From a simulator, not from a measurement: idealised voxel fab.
process module | voxel wiring stack
cross-section cut | 275 nm wide | cells 5 nm
A cross-section is a grid of square cells, given in bands from the top down. A band is one or more rows of cells.
Each band's line starts with the height of the band's top and of its bottom, in nm. Then come its materials from left to right, each with its width in nm. One material with "throughout" fills the band from edge to edge. "air" is empty space.
Height 0 is the level under which the wafer as received is all one material. The lowest band goes on downwards, as in "0 down".
A width such as "30 to 40" changes by the same amount from each row of cells to the next, from the band's top row to its bottom row.
"no change" after a step means that no cell of the cross-section changed.
closed voids: empty space of 8 cells or more with no open way to the top, each as width x height at its distance from the left edge, in nm
after a step's settings: what the simulator itself notes on the step
overlay nm, on a step with a mask: how far to the right of its planned place the mask lay; to the left if negative
plan
1 op RECEIVE | material Si
2 op CONFORMAL_DEP | material SiO2 | thk nm 10
3 op CONFORMAL_DEP | material SiN | thk nm 5
4 op DIRECTIONAL_DEP | material SiO2 | thk nm 15
5 op DIRECTIONAL_DEP | material aC | thk nm 10
6 op PATTERN | tone open | mask id METAL_1 | material resist | width nm 20 | pitch nm 40 | thk nm 25 | overlay nm 0
7 op DIRECTIONAL_ETCH | etch materials aC | depth nm 10
8 op STRIP | etch materials resist
9 op DIRECTIONAL_ETCH | etch materials SiO2 | depth nm 15
10 op DIRECTIONAL_ETCH | etch materials SiN | depth nm 5
11 op STRIP | etch materials aC
12 op CONFORMAL_DEP | material TiN | thk nm 5
13 op FILL_DEP | material Cu | thk nm 5
14 op CMP | height nm 30
15 op CONFORMAL_DEP | material SiCN | thk nm 5
16 op DIRECTIONAL_DEP | material SiO2 | thk nm 20
17 op MASKED_ETCH | tone open | mask id PLUG_1 | width nm 15 | pitch nm 40 | etch materials SiO2 | depth nm 20 | overlay nm 0
18 op MASKED_ETCH | tone open | mask id PLUG_1 | width nm 15 | pitch nm 40 | etch materials SiCN | depth nm 5 | overlay nm 0
19 op EPI | material Ru | thk nm 10
20 op EPI | material Ru | thk nm 10
21 op EPI | material Ru | thk nm 5
22 op CONFORMAL_DEP | material SiN | thk nm 5
23 op DIRECTIONAL_DEP | material SiO2 | thk nm 20
24 op DIRECTIONAL_DEP | material aC | thk nm 10
25 op PATTERN | tone open | mask id METAL_2 | material resist | width nm 20 | pitch nm 40 | thk nm 25 | overlay nm 0
26 op DIRECTIONAL_ETCH | etch materials aC | depth nm 10
27 op STRIP | etch materials resist
28 op DIRECTIONAL_ETCH | etch materials SiO2 | depth nm 20
29 op DIRECTIONAL_ETCH | etch materials SiN | depth nm 5
30 op STRIP | etch materials aC
31 op CONFORMAL_DEP | material TiN | thk nm 5
32 op FILL_DEP | material Ru | thk nm 10
33 op CMP | height nm 80
34 op CONFORMAL_DEP | material SiCN | thk nm 5
35 op DIRECTIONAL_DEP | material lowk | thk nm 20
36 op DIRECTIONAL_DEP | material aC | thk nm 15
37 op PATTERN | tone open | mask id PLUG_2 | material resist | width nm 15 | pitch nm 40 | thk nm 30 | overlay nm 0
38 op DIRECTIONAL_ETCH | etch materials aC | depth nm 15
39 op STRIP | etch materials resist
40 op DIRECTIONAL_ETCH | etch materials lowk | depth nm 20
41 op DIRECTIONAL_ETCH | etch materials SiCN | depth nm 5
42 op STRIP | etch materials aC
43 op CONFORMAL_DEP | material TiN | thk nm 5
44 op FILL_DEP | material W | thk nm 10
45 op CMP | height nm 105
46 op DIRECTIONAL_DEP | material TiN | thk nm 5
47 op DIRECTIONAL_DEP | material W | thk nm 15
48 op MASKED_ETCH | tone cover | mask id METAL_3 | width nm 20 | pitch nm 40 | etch materials W | depth nm 15 | overlay nm 0
49 op MASKED_ETCH | tone cover | mask id METAL_3 | width nm 20 | pitch nm 40 | etch materials TiN | depth nm 5 | overlay nm 0
50 op FILL_DEP | material lowk | thk nm 5
51 op CMP | height nm 125
52 op CONFORMAL_DEP | material SiCN | thk nm 5
first wafer, as planned
as received, after step 1
  0 down: Si throughout
  closed voids: none
after step 2
  10 to 0: SiO2 throughout
  below 0: unchanged
after step 3
  15 to 10: SiN throughout
  below 10: unchanged
after step 4
  30 to 15: SiO2 throughout
  below 15: unchanged
after step 5
  40 to 30: aC throughout
  below 30: unchanged
after step 6
  65 to 40: resist 65 | air 20 | resist 20 | air 20 | resist 20 | air 20 | resist 20 | air 20 | resist 70
  below 40: unchanged
after step 7
  55 to 40: resist 65 | air 20 | resist 20 | air 20 | resist 20 | air 20 | resist 20 | air 20 | resist 70
  40 to 30: aC 65 | air 20 | aC 20 | air 20 | aC 20 | air 20 | aC 20 | air 20 | aC 70
  below 30: unchanged
after step 8
  40 to 30: aC 65 | air 20 | aC 20 | air 20 | aC 20 | air 20 | aC 20 | air 20 | aC 70
  below 30: unchanged
after step 9
  40 to 30: aC 65 | air 20 | aC 20 | air 20 | aC 20 | air 20 | aC 20 | air 20 | aC 70
  30 to 15: SiO2 65 | air 20 | SiO2 20 | air 20 | SiO2 20 | air 20 | SiO2 20 | air 20 | SiO2 70
  below 15: unchanged
after step 10
  40 to 30: aC 65 | air 20 | aC 20 | air 20 | aC 20 | air 20 | aC 20 | air 20 | aC 70
  30 to 15: SiO2 65 | air 20 | SiO2 20 | air 20 | SiO2 20 | air 20 | SiO2 20 | air 20 | SiO2 70
  15 to 10: SiN 65 | air 20 | SiN 20 | air 20 | SiN 20 | air 20 | SiN 20 | air 20 | SiN 70
  below 10: unchanged
after step 11
  30 to 15: SiO2 65 | air 20 | SiO2 20 | air 20 | SiO2 20 | air 20 | SiO2 20 | air 20 | SiO2 70
  below 15: unchanged
after step 12
  35 to 30: TiN 70 | air 10 | TiN 30 | air 10 | TiN 30 | air 10 | TiN 30 | air 10 | TiN 75
  30 to 15: SiO2 65 | TiN 5 | air 10 | TiN 5 | SiO2 20 | TiN 5 | air 10 | TiN 5 | SiO2 20 | TiN 5 | air 10 | TiN 5 | SiO2 20 | TiN 5 | air 10 | TiN 5 | SiO2 70
  15 to 10: SiN 65 | TiN 20 | SiN 20 | TiN 20 | SiN 20 | TiN 20 | SiN 20 | TiN 20 | SiN 70
  below 10: unchanged
after step 13
  40 to 35: Cu throughout
  35 to 30: TiN 70 | Cu 10 | TiN 30 | Cu 10 | TiN 30 | Cu 10 | TiN 30 | Cu 10 | TiN 75
  30 to 15: SiO2 65 | TiN 5 | Cu 10 | TiN 5 | SiO2 20 | TiN 5 | Cu 10 | TiN 5 | SiO2 20 | TiN 5 | Cu 10 | TiN 5 | SiO2 20 | TiN 5 | Cu 10 | TiN 5 | SiO2 70
  below 15: unchanged
after step 14
  30 to 15: SiO2 65 | TiN 5 | Cu 10 | TiN 5 | SiO2 20 | TiN 5 | Cu 10 | TiN 5 | SiO2 20 | TiN 5 | Cu 10 | TiN 5 | SiO2 20 | TiN 5 | Cu 10 | TiN 5 | SiO2 70
  below 15: unchanged
after step 15
  35 to 30: SiCN throughout
  below 30: unchanged
after step 16
  55 to 35: SiO2 throughout
  below 35: unchanged
after step 17
  55 to 35: SiO2 65 | air 15 | SiO2 25 | air 15 | SiO2 25 | air 15 | SiO2 25 | air 15 | SiO2 75
  below 35: unchanged
after step 18
  55 to 35: SiO2 65 | air 15 | SiO2 25 | air 15 | SiO2 25 | air 15 | SiO2 25 | air 15 | SiO2 75
  35 to 30: SiCN 65 | air 15 | SiCN 25 | air 15 | SiCN 25 | air 15 | SiCN 25 | air 15 | SiCN 75
  below 30: unchanged
after step 19
  55 to 40: SiO2 65 | air 15 | SiO2 25 | air 15 | SiO2 25 | air 15 | SiO2 25 | air 15 | SiO2 75
  40 to 35: SiO2 65 | Ru 15 | SiO2 25 | Ru 15 | SiO2 25 | Ru 15 | SiO2 25 | Ru 15 | SiO2 75
  35 to 30: SiCN 65 | Ru 15 | SiCN 25 | Ru 15 | SiCN 25 | Ru 15 | SiCN 25 | Ru 15 | SiCN 75
  below 30: unchanged
after step 20
  55 to 50: SiO2 65 | air 15 | SiO2 25 | air 15 | SiO2 25 | air 15 | SiO2 25 | air 15 | SiO2 75
  50 to 35: SiO2 65 | Ru 15 | SiO2 25 | Ru 15 | SiO2 25 | Ru 15 | SiO2 25 | Ru 15 | SiO2 75
  below 35: unchanged
after step 21
  55 to 35: SiO2 65 | Ru 15 | SiO2 25 | Ru 15 | SiO2 25 | Ru 15 | SiO2 25 | Ru 15 | SiO2 75
  below 35: unchanged
after step 22
  60 to 55: SiN throughout
  below 55: unchanged
after step 23
  80 to 60: SiO2 throughout
  below 60: unchanged
after step 24
  90 to 80: aC throughout
  below 80: unchanged
after step 25
  115 to 90: resist 65 | air 20 | resist 20 | air 20 | resist 20 | air 20 | resist 20 | air 20 | resist 70
  below 90: unchanged
after step 26
  105 to 90: resist 65 | air 20 | resist 20 | air 20 | resist 20 | air 20 | resist 20 | air 20 | resist 70
  90 to 80: aC 65 | air 20 | aC 20 | air 20 | aC 20 | air 20 | aC 20 | air 20 | aC 70
  below 80: unchanged
after step 27
  90 to 80: aC 65 | air 20 | aC 20 | air 20 | aC 20 | air 20 | aC 20 | air 20 | aC 70
  below 80: unchanged
after step 28
  90 to 80: aC 65 | air 20 | aC 20 | air 20 | aC 20 | air 20 | aC 20 | air 20 | aC 70
  80 to 60: SiO2 65 | air 20 | SiO2 20 | air 20 | SiO2 20 | air 20 | SiO2 20 | air 20 | SiO2 70
  below 60: unchanged
after step 29
  90 to 80: aC 65 | air 20 | aC 20 | air 20 | aC 20 | air 20 | aC 20 | air 20 | aC 70
  80 to 60: SiO2 65 | air 20 | SiO2 20 | air 20 | SiO2 20 | air 20 | SiO2 20 | air 20 | SiO2 70
  60 to 55: SiN 65 | air 20 | SiN 20 | air 20 | SiN 20 | air 20 | SiN 20 | air 20 | SiN 70
  below 55: unchanged
after step 30
  80 to 60: SiO2 65 | air 20 | SiO2 20 | air 20 | SiO2 20 | air 20 | SiO2 20 | air 20 | SiO2 70
  below 60: unchanged
after step 31
  85 to 80: TiN 70 | air 10 | TiN 30 | air 10 | TiN 30 | air 10 | TiN 30 | air 10 | TiN 75
  80 to 60: SiO2 65 | TiN 5 | air 10 | TiN 5 | SiO2 20 | TiN 5 | air 10 | TiN 5 | SiO2 20 | TiN 5 | air 10 | TiN 5 | SiO2 20 | TiN 5 | air 10 | TiN 5 | SiO2 70
  60 to 55: SiN 65 | TiN 20 | SiN 20 | TiN 20 | SiN 20 | TiN 20 | SiN 20 | TiN 20 | SiN 70
  below 55: unchanged
after step 32
  95 to 85: Ru throughout
  85 to 80: TiN 70 | Ru 10 | TiN 30 | Ru 10 | TiN 30 | Ru 10 | TiN 30 | Ru 10 | TiN 75
  80 to 60: SiO2 65 | TiN 5 | Ru 10 | TiN 5 | SiO2 20 | TiN 5 | Ru 10 | TiN 5 | SiO2 20 | TiN 5 | Ru 10 | TiN 5 | SiO2 20 | TiN 5 | Ru 10 | TiN 5 | SiO2 70
  below 60: unchanged
after step 33
  80 to 60: SiO2 65 | TiN 5 | Ru 10 | TiN 5 | SiO2 20 | TiN 5 | Ru 10 | TiN 5 | SiO2 20 | TiN 5 | Ru 10 | TiN 5 | SiO2 20 | TiN 5 | Ru 10 | TiN 5 | SiO2 70
  below 60: unchanged
after step 34
  85 to 80: SiCN throughout
  below 80: unchanged
after step 35
  105 to 85: lowk throughout
  below 85: unchanged
after step 36
  120 to 105: aC throughout
  below 105: unchanged
after step 37
  150 to 120: resist 65 | air 15 | resist 25 | air 15 | resist 25 | air 15 | resist 25 | air 15 | resist 75
  below 120: unchanged
after step 38
  135 to 120: resist 65 | air 15 | resist 25 | air 15 | resist 25 | air 15 | resist 25 | air 15 | resist 75
  120 to 105: aC 65 | air 15 | aC 25 | air 15 | aC 25 | air 15 | aC 25 | air 15 | aC 75
  below 105: unchanged
after step 39
  120 to 105: aC 65 | air 15 | aC 25 | air 15 | aC 25 | air 15 | aC 25 | air 15 | aC 75
  below 105: unchanged
after step 40
  120 to 105: aC 65 | air 15 | aC 25 | air 15 | aC 25 | air 15 | aC 25 | air 15 | aC 75
  105 to 85: lowk 65 | air 15 | lowk 25 | air 15 | lowk 25 | air 15 | lowk 25 | air 15 | lowk 75
  below 85: unchanged
after step 41
  120 to 105: aC 65 | air 15 | aC 25 | air 15 | aC 25 | air 15 | aC 25 | air 15 | aC 75
  105 to 85: lowk 65 | air 15 | lowk 25 | air 15 | lowk 25 | air 15 | lowk 25 | air 15 | lowk 75
  85 to 80: SiCN 65 | air 15 | SiCN 25 | air 15 | SiCN 25 | air 15 | SiCN 25 | air 15 | SiCN 75
  below 80: unchanged
after step 42
  105 to 85: lowk 65 | air 15 | lowk 25 | air 15 | lowk 25 | air 15 | lowk 25 | air 15 | lowk 75
  below 85: unchanged
after step 43
  110 to 105: TiN 70 | air 5 | TiN 35 | air 5 | TiN 35 | air 5 | TiN 35 | air 5 | TiN 80
  105 to 85: lowk 65 | TiN 5 | air 5 | TiN 5 | lowk 25 | TiN 5 | air 5 | TiN 5 | lowk 25 | TiN 5 | air 5 | TiN 5 | lowk 25 | TiN 5 | air 5 | TiN 5 | lowk 75
  85 to 80: SiCN 65 | TiN 15 | SiCN 25 | TiN 15 | SiCN 25 | TiN 15 | SiCN 25 | TiN 15 | SiCN 75
  below 80: unchanged
after step 44
  120 to 110: W throughout
  110 to 105: TiN 70 | W 5 | TiN 35 | W 5 | TiN 35 | W 5 | TiN 35 | W 5 | TiN 80
  105 to 85: lowk 65 | TiN 5 | W 5 | TiN 5 | lowk 25 | TiN 5 | W 5 | TiN 5 | lowk 25 | TiN 5 | W 5 | TiN 5 | lowk 25 | TiN 5 | W 5 | TiN 5 | lowk 75
  below 85: unchanged
after step 45
  105 to 85: lowk 65 | TiN 5 | W 5 | TiN 5 | lowk 25 | TiN 5 | W 5 | TiN 5 | lowk 25 | TiN 5 | W 5 | TiN 5 | lowk 25 | TiN 5 | W 5 | TiN 5 | lowk 75
  below 85: unchanged
after step 46
  110 to 105: TiN throughout
  below 105: unchanged
after step 47
  125 to 110: W throughout
  below 110: unchanged
after step 48
  125 to 110: air 65 | W 20 | air 20 | W 20 | air 20 | W 20 | air 20 | W 20 | air 70
  below 110: unchanged
after step 49
  125 to 110: air 65 | W 20 | air 20 | W 20 | air 20 | W 20 | air 20 | W 20 | air 70
  110 to 105: air 65 | TiN 20 | air 20 | TiN 20 | air 20 | TiN 20 | air 20 | TiN 20 | air 70
  below 105: unchanged
after step 50
  130 to 125: lowk throughout
  125 to 110: lowk 65 | W 20 | lowk 20 | W 20 | lowk 20 | W 20 | lowk 20 | W 20 | lowk 70
  110 to 105: lowk 65 | TiN 20 | lowk 20 | TiN 20 | lowk 20 | TiN 20 | lowk 20 | TiN 20 | lowk 70
  below 105: unchanged
after step 51
  125 to 110: lowk 65 | W 20 | lowk 20 | W 20 | lowk 20 | W 20 | lowk 20 | W 20 | lowk 70
  below 110: unchanged
after step 52
  130 to 125: SiCN throughout
  below 125: unchanged
second wafer: like start, like plan, one mistake. Through step 5 it matches the first wafer
when step 6 should have ended
  65 to 40: resist 75 | air 20 | resist 20 | air 20 | resist 20 | air 20 | resist 20 | air 20 | resist 60
  below 40: unchanged
when step 7 should have ended
  55 to 40: resist 75 | air 20 | resist 20 | air 20 | resist 20 | air 20 | resist 20 | air 20 | resist 60
  40 to 30: aC 75 | air 20 | aC 20 | air 20 | aC 20 | air 20 | aC 20 | air 20 | aC 60
  below 30: unchanged
when step 8 should have ended
  40 to 30: aC 75 | air 20 | aC 20 | air 20 | aC 20 | air 20 | aC 20 | air 20 | aC 60
  below 30: unchanged
when step 9 should have ended
  40 to 30: aC 75 | air 20 | aC 20 | air 20 | aC 20 | air 20 | aC 20 | air 20 | aC 60
  30 to 15: SiO2 75 | air 20 | SiO2 20 | air 20 | SiO2 20 | air 20 | SiO2 20 | air 20 | SiO2 60
  below 15: unchanged
when step 10 should have ended
  40 to 30: aC 75 | air 20 | aC 20 | air 20 | aC 20 | air 20 | aC 20 | air 20 | aC 60
  30 to 15: SiO2 75 | air 20 | SiO2 20 | air 20 | SiO2 20 | air 20 | SiO2 20 | air 20 | SiO2 60
  15 to 10: SiN 75 | air 20 | SiN 20 | air 20 | SiN 20 | air 20 | SiN 20 | air 20 | SiN 60
  below 10: unchanged
when step 11 should have ended
  30 to 15: SiO2 75 | air 20 | SiO2 20 | air 20 | SiO2 20 | air 20 | SiO2 20 | air 20 | SiO2 60
  below 15: unchanged
when step 12 should have ended
  35 to 30: TiN 80 | air 10 | TiN 30 | air 10 | TiN 30 | air 10 | TiN 30 | air 10 | TiN 65
  30 to 15: SiO2 75 | TiN 5 | air 10 | TiN 5 | SiO2 20 | TiN 5 | air 10 | TiN 5 | SiO2 20 | TiN 5 | air 10 | TiN 5 | SiO2 20 | TiN 5 | air 10 | TiN 5 | SiO2 60
  15 to 10: SiN 75 | TiN 20 | SiN 20 | TiN 20 | SiN 20 | TiN 20 | SiN 20 | TiN 20 | SiN 60
  below 10: unchanged
when step 13 should have ended
  40 to 35: Cu throughout
  35 to 30: TiN 80 | Cu 10 | TiN 30 | Cu 10 | TiN 30 | Cu 10 | TiN 30 | Cu 10 | TiN 65
  30 to 15: SiO2 75 | TiN 5 | Cu 10 | TiN 5 | SiO2 20 | TiN 5 | Cu 10 | TiN 5 | SiO2 20 | TiN 5 | Cu 10 | TiN 5 | SiO2 20 | TiN 5 | Cu 10 | TiN 5 | SiO2 60
  below 15: unchanged
when step 14 should have ended
  30 to 15: SiO2 75 | TiN 5 | Cu 10 | TiN 5 | SiO2 20 | TiN 5 | Cu 10 | TiN 5 | SiO2 20 | TiN 5 | Cu 10 | TiN 5 | SiO2 20 | TiN 5 | Cu 10 | TiN 5 | SiO2 60
  below 15: unchanged
when step 15 should have ended
  35 to 30: SiCN throughout
  below 30: unchanged
when step 16 should have ended
  55 to 35: SiO2 throughout
  below 35: unchanged
when step 17 should have ended
  55 to 35: SiO2 65 | air 15 | SiO2 25 | air 15 | SiO2 25 | air 15 | SiO2 25 | air 15 | SiO2 75
  below 35: unchanged
when step 18 should have ended
  55 to 35: SiO2 65 | air 15 | SiO2 25 | air 15 | SiO2 25 | air 15 | SiO2 25 | air 15 | SiO2 75
  35 to 30: SiCN 65 | air 15 | SiCN 25 | air 15 | SiCN 25 | air 15 | SiCN 25 | air 15 | SiCN 75
  below 30: unchanged
when step 19 should have ended
  55 to 40: SiO2 65 | air 15 | SiO2 25 | air 15 | SiO2 25 | air 15 | SiO2 25 | air 15 | SiO2 75
  40 to 35: SiO2 65 | Ru 15 | SiO2 25 | Ru 15 | SiO2 25 | Ru 15 | SiO2 25 | Ru 15 | SiO2 75
  35 to 30: SiCN 65 | Ru 15 | SiCN 25 | Ru 15 | SiCN 25 | Ru 15 | SiCN 25 | Ru 15 | SiCN 75
  below 30: unchanged
when step 20 should have ended
  55 to 50: SiO2 65 | air 15 | SiO2 25 | air 15 | SiO2 25 | air 15 | SiO2 25 | air 15 | SiO2 75
  50 to 35: SiO2 65 | Ru 15 | SiO2 25 | Ru 15 | SiO2 25 | Ru 15 | SiO2 25 | Ru 15 | SiO2 75
  below 35: unchanged
when step 21 should have ended
  55 to 35: SiO2 65 | Ru 15 | SiO2 25 | Ru 15 | SiO2 25 | Ru 15 | SiO2 25 | Ru 15 | SiO2 75
  below 35: unchanged
when step 22 should have ended
  60 to 55: SiN throughout
  below 55: unchanged
when step 23 should have ended
  80 to 60: SiO2 throughout
  below 60: unchanged
when step 24 should have ended
  90 to 80: aC throughout
  below 80: unchanged
when step 25 should have ended
  115 to 90: resist 65 | air 20 | resist 20 | air 20 | resist 20 | air 20 | resist 20 | air 20 | resist 70
  below 90: unchanged
when step 26 should have ended
  105 to 90: resist 65 | air 20 | resist 20 | air 20 | resist 20 | air 20 | resist 20 | air 20 | resist 70
  90 to 80: aC 65 | air 20 | aC 20 | air 20 | aC 20 | air 20 | aC 20 | air 20 | aC 70
  below 80: unchanged
when step 27 should have ended
  90 to 80: aC 65 | air 20 | aC 20 | air 20 | aC 20 | air 20 | aC 20 | air 20 | aC 70
  below 80: unchanged
when step 28 should have ended
  90 to 80: aC 65 | air 20 | aC 20 | air 20 | aC 20 | air 20 | aC 20 | air 20 | aC 70
  80 to 60: SiO2 65 | air 20 | SiO2 20 | air 20 | SiO2 20 | air 20 | SiO2 20 | air 20 | SiO2 70
  below 60: unchanged
when step 29 should have ended
  90 to 80: aC 65 | air 20 | aC 20 | air 20 | aC 20 | air 20 | aC 20 | air 20 | aC 70
  80 to 60: SiO2 65 | air 20 | SiO2 20 | air 20 | SiO2 20 | air 20 | SiO2 20 | air 20 | SiO2 70
  60 to 55: SiN 65 | air 20 | SiN 20 | air 20 | SiN 20 | air 20 | SiN 20 | air 20 | SiN 70
  below 55: unchanged
when step 30 should have ended
  80 to 60: SiO2 65 | air 20 | SiO2 20 | air 20 | SiO2 20 | air 20 | SiO2 20 | air 20 | SiO2 70
  below 60: unchanged
when step 31 should have ended
  85 to 80: TiN 70 | air 10 | TiN 30 | air 10 | TiN 30 | air 10 | TiN 30 | air 10 | TiN 75
  80 to 60: SiO2 65 | TiN 5 | air 10 | TiN 5 | SiO2 20 | TiN 5 | air 10 | TiN 5 | SiO2 20 | TiN 5 | air 10 | TiN 5 | SiO2 20 | TiN 5 | air 10 | TiN 5 | SiO2 70
  60 to 55: SiN 65 | TiN 20 | SiN 20 | TiN 20 | SiN 20 | TiN 20 | SiN 20 | TiN 20 | SiN 70
  below 55: unchanged
when step 32 should have ended
  95 to 85: Ru throughout
  85 to 80: TiN 70 | Ru 10 | TiN 30 | Ru 10 | TiN 30 | Ru 10 | TiN 30 | Ru 10 | TiN 75
  80 to 60: SiO2 65 | TiN 5 | Ru 10 | TiN 5 | SiO2 20 | TiN 5 | Ru 10 | TiN 5 | SiO2 20 | TiN 5 | Ru 10 | TiN 5 | SiO2 20 | TiN 5 | Ru 10 | TiN 5 | SiO2 70
  below 60: unchanged
when step 33 should have ended
  80 to 60: SiO2 65 | TiN 5 | Ru 10 | TiN 5 | SiO2 20 | TiN 5 | Ru 10 | TiN 5 | SiO2 20 | TiN 5 | Ru 10 | TiN 5 | SiO2 20 | TiN 5 | Ru 10 | TiN 5 | SiO2 70
  below 60: unchanged
when step 34 should have ended
  85 to 80: SiCN throughout
  below 80: unchanged
when step 35 should have ended
  105 to 85: lowk throughout
  below 85: unchanged
when step 36 should have ended
  120 to 105: aC throughout
  below 105: unchanged
when step 37 should have ended
  150 to 120: resist 65 | air 15 | resist 25 | air 15 | resist 25 | air 15 | resist 25 | air 15 | resist 75
  below 120: unchanged
when step 38 should have ended
  135 to 120: resist 65 | air 15 | resist 25 | air 15 | resist 25 | air 15 | resist 25 | air 15 | resist 75
  120 to 105: aC 65 | air 15 | aC 25 | air 15 | aC 25 | air 15 | aC 25 | air 15 | aC 75
  below 105: unchanged
when step 39 should have ended
  120 to 105: aC 65 | air 15 | aC 25 | air 15 | aC 25 | air 15 | aC 25 | air 15 | aC 75
  below 105: unchanged
when step 40 should have ended
  120 to 105: aC 65 | air 15 | aC 25 | air 15 | aC 25 | air 15 | aC 25 | air 15 | aC 75
  105 to 85: lowk 65 | air 15 | lowk 25 | air 15 | lowk 25 | air 15 | lowk 25 | air 15 | lowk 75
  below 85: unchanged
when step 41 should have ended
  120 to 105: aC 65 | air 15 | aC 25 | air 15 | aC 25 | air 15 | aC 25 | air 15 | aC 75
  105 to 85: lowk 65 | air 15 | lowk 25 | air 15 | lowk 25 | air 15 | lowk 25 | air 15 | lowk 75
  85 to 80: SiCN 65 | air 15 | SiCN 25 | air 15 | SiCN 25 | air 15 | SiCN 25 | air 15 | SiCN 75
  below 80: unchanged
when step 42 should have ended
  105 to 85: lowk 65 | air 15 | lowk 25 | air 15 | lowk 25 | air 15 | lowk 25 | air 15 | lowk 75
  below 85: unchanged
when step 43 should have ended
  110 to 105: TiN 70 | air 5 | TiN 35 | air 5 | TiN 35 | air 5 | TiN 35 | air 5 | TiN 80
  105 to 85: lowk 65 | TiN 5 | air 5 | TiN 5 | lowk 25 | TiN 5 | air 5 | TiN 5 | lowk 25 | TiN 5 | air 5 | TiN 5 | lowk 25 | TiN 5 | air 5 | TiN 5 | lowk 75
  85 to 80: SiCN 65 | TiN 15 | SiCN 25 | TiN 15 | SiCN 25 | TiN 15 | SiCN 25 | TiN 15 | SiCN 75
  below 80: unchanged
when step 44 should have ended
  120 to 110: W throughout
  110 to 105: TiN 70 | W 5 | TiN 35 | W 5 | TiN 35 | W 5 | TiN 35 | W 5 | TiN 80
  105 to 85: lowk 65 | TiN 5 | W 5 | TiN 5 | lowk 25 | TiN 5 | W 5 | TiN 5 | lowk 25 | TiN 5 | W 5 | TiN 5 | lowk 25 | TiN 5 | W 5 | TiN 5 | lowk 75
  below 85: unchanged
when step 45 should have ended
  105 to 85: lowk 65 | TiN 5 | W 5 | TiN 5 | lowk 25 | TiN 5 | W 5 | TiN 5 | lowk 25 | TiN 5 | W 5 | TiN 5 | lowk 25 | TiN 5 | W 5 | TiN 5 | lowk 75
  below 85: unchanged
when step 46 should have ended
  110 to 105: TiN throughout
  below 105: unchanged
when step 47 should have ended
  125 to 110: W throughout
  below 110: unchanged
when step 48 should have ended
  125 to 110: air 65 | W 20 | air 20 | W 20 | air 20 | W 20 | air 20 | W 20 | air 70
  below 110: unchanged
when step 49 should have ended
  125 to 110: air 65 | W 20 | air 20 | W 20 | air 20 | W 20 | air 20 | W 20 | air 70
  110 to 105: air 65 | TiN 20 | air 20 | TiN 20 | air 20 | TiN 20 | air 20 | TiN 20 | air 70
  below 105: unchanged
when step 50 should have ended
  130 to 125: lowk throughout
  125 to 110: lowk 65 | W 20 | lowk 20 | W 20 | lowk 20 | W 20 | lowk 20 | W 20 | lowk 70
  110 to 105: lowk 65 | TiN 20 | lowk 20 | TiN 20 | lowk 20 | TiN 20 | lowk 20 | TiN 20 | lowk 70
  below 105: unchanged
when step 51 should have ended
  125 to 110: lowk 65 | W 20 | lowk 20 | W 20 | lowk 20 | W 20 | lowk 20 | W 20 | lowk 70
  below 110: unchanged
when step 52 should have ended
  130 to 125: SiCN throughout
  below 125: unchanged
what went wrong: step 6 ran as: op PATTERN | tone open | mask id METAL_1 | material resist | width nm 20 | pitch nm 40 | thk nm 25 | overlay nm 10
at the end the second wafer has, in cells: as many of each material as the first, in other places
